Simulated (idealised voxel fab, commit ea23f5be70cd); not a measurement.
Documented hereafter: the process module known as voxel gate over fins.
It is cross-section cut that appears here, measuring 230 nm in width, its square cells being 5 nm in size.
For the purposes of this document, a cross-section shall be understood as a grid of square cells, specified as bands listed in top-to-bottom order, each band consisting of one or more rows of cells. Each band's line starts with the height of the band's top and of its bottom, in nm. Then come its materials from left to right, each with its width in nm. One material with "throughout" fills the band from edge to edge. "blank" is empty space. Convention: height 0 is the level below which the wafer, as received, is all one material. The lowest band does not terminate at the bottom but continues downward, represented as "0 down". It should be noted that a width expressed as "30 to 40" varies in equal increments from row to row of cells within the band, taking the value of the first number at the top row and that of the second number at the bottom row. It should be understood that the words "stayed the same", when stated for a given step, signify that the cross-section underwent no change in any of its cells during that step. Closed empty spaces (no open way to the top) of 8 cells or more are what "Closed void roster" lists, each as width x height at distance from the left edge, nm for all three. Whatever follows a step's settings on its line is a remark the simulator itself makes about that step. What "overlay nm" on a step's line means: if the step has a mask, that mask lay this far to the right of its planned place, or, when the value is negative, to the left.
## Process steps foreseen in the plan
1. RECEIVE,material Si
2. CONFORMAL_DEP,material SiN,thk nm 10
3. PATTERN,tone cover,mask id FINS,material resist,width nm 15,pitch nm 40,thk nm 15,overlay nm -15
4. DIRECTIONAL_ETCH,etch materials SiN,depth nm 10
5. DIRECTIONAL_ETCH,etch materials Si,depth nm 35
6. STRIP,etch materials resist
7. FILL_DEP,material SiO2,thk nm 5
8. CMP,height nm 10
9. SELECTIVE_ETCH,etch materials SiO2,depth nm 20
10. STRIP,etch materials SiN
11. CONFORMAL_DEP,material HfO2,thk nm 5
12. CONFORMAL_DEP,material TiN,thk nm 5
13. CONFORMAL_DEP,material TiAl,thk nm 5
14. CONFORMAL_DEP,material TiN,thk nm 5
15. FILL_DEP,material W,thk nm 15
16. CMP,height nm 30
17. CONFORMAL_DEP,material SiCN,thk nm 5
Wafers differ in overlay nm at step 3; plan lists the first wafer's value; identical starting state.
## Sectional view: first of several wafers, as received, after step 1
  0 down: Si throughout
  Closed void roster: none
## Take a look at the first of several wafers in cross-section: the module is done, and step 17 was its last step
  35 to 30: SiCN throughout
  30 to 20: W throughout
  20 to 15: W (30), then TiN (135), then W (65)
  15 to 10: W (30), then TiN (5), then TiAl (125), then TiN (5), then W (65)
  10 to 5: TiN (35), then TiAl (5), then TiN (35), then TiAl (5), then TiN (35), then TiAl (5), then TiN (35), then TiAl (5), then TiN (70)
  5 to 0: TiAl (40), then TiN (5), then HfO2 (25), then TiN (5), then TiAl (5), then TiN (5), then HfO2 (25), then TiN (5), then TiAl (5), then TiN (5), then HfO2 (25), then TiN (5), then TiAl (75)
  0 to -5: TiN (45), then HfO2 (5), then Si (15), then HfO2 (5), then TiN (15), then HfO2 (5), then Si (15), then HfO2 (5), then TiN (15), then HfO2 (5), then Si (15), then HfO2 (5), then TiN (80)
  -5 to -10: HfO2 (50), then Si (15), then HfO2 (25), then Si (15), then HfO2 (25), then Si (15), then HfO2 (85)
  -10 to -35: SiO2 (50), then Si (15), then SiO2 (25), then Si (15), then SiO2 (25), then Si (15), then SiO2 (85)
  -35 down: Si throughout
  Closed void roster: none
## Final wafer cross-section at module end
  35 to 30: SiCN throughout
  30 to 20: W throughout
  20 to 15: W (60), then TiN (135), then W (35)
  15 to 10: W (60), then TiN (5), then TiAl (125), then TiN (5), then W (35)
  10 to 5: TiN (65), then TiAl (5), then TiN (35), then TiAl (5), then TiN (35), then TiAl (5), then TiN (35), then TiAl (5), then TiN (40)
  5 to 0: TiAl (70), then TiN (5), then HfO2 (25), then TiN (5), then TiAl (5), then TiN (5), then HfO2 (25), then TiN (5), then TiAl (5), then TiN (5), then HfO2 (25), then TiN (5), then TiAl (45)
  0 to -5: TiN (75), then HfO2 (5), then Si (15), then HfO2 (5), then TiN (15), then HfO2 (5), then Si (15), then HfO2 (5), then TiN (15), then HfO2 (5), then Si (15), then HfO2 (5), then TiN (50)
  -5 to -10: HfO2 (80), then Si (15), then HfO2 (25), then Si (15), then HfO2 (25), then Si (15), then HfO2 (55)
  -10 to -35: SiO2 (80), then Si (15), then SiO2 (25), then Si (15), then SiO2 (25), then Si (15), then SiO2 (55)
  -35 down: Si throughout
  Closed void roster: none
## Tabulated below, wafer by wafer, are the end-of-module results: for each material, the number of cells gained (+) or lost (-) relative to the as-received state, followed by the closed voids
overlay nm -15 | +58 HfO2 | -259 Si | +46 SiCN | +185 SiO2 | +54 TiAl | +108 TiN | +130 W | Closed void roster: none
overlay nm -10 | +58 HfO2 | -259 Si | +46 SiCN | +185 SiO2 | +54 TiAl | +108 TiN | +130 W | Closed void roster: none
overlay nm -5 | +58 HfO2 | -259 Si | +46 SiCN | +185 SiO2 | +54 TiAl | +108 TiN | +130 W | Closed void roster: none
overlay nm 0 | +58 HfO2 | -259 Si | +46 SiCN | +185 SiO2 | +54 TiAl | +108 TiN | +130 W | Closed void roster: none
overlay nm 5 | +58 HfO2 | -259 Si | +46 SiCN | +185 SiO2 | +54 TiAl | +108 TiN | +130 W | Closed void roster: none
overlay nm 10 | +58 HfO2 | -259 Si | +46 SiCN | +185 SiO2 | +54 TiAl | +108 TiN | +130 W | Closed void roster: none
overlay nm 15 | +58 HfO2 | -259 Si | +46 SiCN | +185 SiO2 | +54 TiAl | +108 TiN | +130 W | Closed void roster: none
